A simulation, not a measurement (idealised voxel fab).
Herein follows the process module entitled voxel capacitor over wiring.
Xsec cut, 225 nm wide, square cell size 5 nm.
When this document writes out a cross-section, it uses a grid of square cells and lists it as bands, beginning at the top and moving down, with a band standing for one or more rows of cells.
In this notation a band is specified by the heights of its top and bottom, in that order and in nm, after which its materials appear from left to right, each paired with its width in nm. The word "edge to edge" attached to a single material means that material fills the band from edge to edge; the word "blank" stands for empty space.
Heads up on the height convention: 0 is the point under which the incoming wafer is all one material, and the lowest band has no bottom, it just keeps going down, like "from 0 down".
A two-number width, for instance "30..40", indicates that the width is equal to the first number in the top row of the band and to the second number in the bottom row, and that it changes by a constant amount per row of cells.
Step note "nothing got changed" = no cross-section cell changed.
"Sealed-off cavities" contains a list of empty spaces, each no smaller than 8 cells and without an open way to the top, written in the form width x height at distance with the distance from the left edge and all three in nm.
That trailing text on a step's line, after the settings, is the simulator's own remark on the step.
overlay nm: for a step with a mask, the amount by which the mask lay right of where it was planned; a negative amount means left of it.

List of planned process steps
1. op RECEIVE | material Si
2. op CONFORMAL_DEP | material SiO2 | thk nm 15
3. op CONFORMAL_DEP | material SiCN | thk nm 5
4. op DIRECTIONAL_DEP | material SiO2 | thk nm 20
5. op PATTERN | tone open | mask id METAL_1 | material resist | width nm 30 | pitch nm 95 | thk nm 15 | overlay nm 0
6. op DIRECTIONAL_ETCH | etch materials SiO2 | depth nm 20
7. op DIRECTIONAL_ETCH | etch materials SiCN | depth nm 5
8. op STRIP | etch materials resist
9. op CONFORMAL_DEP | material TiN | thk nm 5
10. op FILL_DEP | material Cu | thk nm 10
11. op CMP | height nm 40
12. op EPI | material Ru | thk nm 5
13. op FILL_DEP | material SiCN | thk nm 5
14. op DIRECTIONAL_DEP | material lowk | thk nm 15
15. op MASKED_ETCH | tone open | mask id PLUG_1 | width nm 15 | etch materials lowk | depth nm 15 | overlay nm 0
16. op MASKED_ETCH | tone open | mask id PLUG_1 | width nm 15 | etch materials SiCN | depth nm 5 | overlay nm 0
17. op CONFORMAL_DEP | material TiN | thk nm 5
18. op FILL_DEP | material Ru | thk nm 10
19. op CMP | height nm 65
20. op DIRECTIONAL_DEP | material TiN | thk nm 5
21. op DIRECTIONAL_DEP | material SiN | thk nm 5
22. op DIRECTIONAL_DEP | material TiN | thk nm 10
23. op PATTERN | tone cover | mask id UPPER_PLATE | material resist | width nm 70 | thk nm 15 | overlay nm 0
24. op DIRECTIONAL_ETCH | etch materials TiN | depth nm 10
25. op DIRECTIONAL_ETCH | etch materials SiN | depth nm 5
26. op STRIP | etch materials resist
27. op PATTERN | tone cover | mask id LOWER_PLATE | material resist | width nm 80 | thk nm 20 | overlay nm 0
28. op DIRECTIONAL_ETCH | etch materials TiN | depth nm 5
29. op STRIP | etch materials resist
30. op FILL_DEP | material SiO2 | thk nm 20
31. op CMP | height nm 100
32. op DIRECTIONAL_DEP | material aC | thk nm 10
33. op PATTERN | tone open | mask id PLUG_2 | material resist | width nm 15 | thk nm 30 | overlay nm 0
34. op DIRECTIONAL_ETCH | etch materials aC | depth nm 10
35. op STRIP | etch materials resist
36. op DIRECTIONAL_ETCH | etch materials SiO2 | depth nm 15
37. op STRIP | etch materials aC
38. op CONFORMAL_DEP | material TiN | thk nm 5
39. op FILL_DEP | material W | thk nm 5
40. op CMP | height nm 100
41. op CONFORMAL_DEP | material SiCN | thk nm 5

Shown in cross-section is the wafer as received, that is, as it stands after step 1
from 0 down  Si edge to edge
Sealed-off cavities: none

Sectioned view, first of two wafers, at the close of the module, processed as intended in the plan
from 105 to 100  SiCN edge to edge
from 100 to 90  SiO2 (75); TiN (5); W (5); TiN (5); SiO2 (135)
from 90 to 85  SiO2 (75); TiN (15); SiO2 (135)
from 85 to 75  SiO2 (65); TiN (70); SiO2 (90)
from 75 to 70  SiO2 (65); SiN (70); SiO2 (90)
from 70 to 65  SiO2 (60); TiN (80); SiO2 (85)
from 65 to 50  lowk (65); TiN (5); Ru (5); TiN (5); lowk (145)
from 50 to 45  SiCN (65); TiN (15); SiCN (145)
from 45 to 40  SiCN (45); Ru (40); SiCN (55); Ru (40); SiCN (45)
from 40 to 20  SiO2 (50); TiN (5); Cu (20); TiN (5); SiO2 (65); TiN (5); Cu (20); TiN (5); SiO2 (50)
from 20 to 15  SiCN (50); TiN (30); SiCN (65); TiN (30); SiCN (50)
from 15 to 0  SiO2 edge to edge
from 0 down  Si edge to edge
Sealed-off cavities: none

Here's the second of our two wafers sectioned at module end. Same start as the first, same plan, but one mistake got made running it
from 105 to 100  SiCN edge to edge
from 100 to 90  SiO2 (75); TiN (5); W (5); TiN (5); SiO2 (135)
from 90 to 85  SiO2 (75); TiN (15); SiO2 (135)
from 85 to 80  SiO2 edge to edge
from 80 to 75  SiO2 (65); TiN (70); SiO2 (90)
from 75 to 70  SiO2 (65); SiN (70); SiO2 (90)
from 70 to 65  TiN (60); SiO2 (5); TiN (70); SiO2 (5); TiN (85)
from 65 to 50  lowk (65); TiN (5); Ru (5); TiN (5); lowk (145)
from 50 to 45  SiCN (65); TiN (15); SiCN (145)
from 45 to 40  SiCN (45); Ru (40); SiCN (55); Ru (40); SiCN (45)
from 40 to 20  SiO2 (50); TiN (5); Cu (20); TiN (5); SiO2 (65); TiN (5); Cu (20); TiN (5); SiO2 (50)
from 20 to 15  SiCN (50); TiN (30); SiCN (65); TiN (30); SiCN (50)
from 15 to 0  SiO2 edge to edge
from 0 down  Si edge to edge
Sealed-off cavities: none
Diagnosis: step 27 changed vs plan, executed as op PATTERN | tone open | mask id LOWER_PLATE | material resist | width nm 80 | thk nm 20 | overlay nm 0
Per the end-of-run cell counts, the second wafer holds more or fewer of some materials than the first: 13 fewer of SiO2 | 13 more of TiN
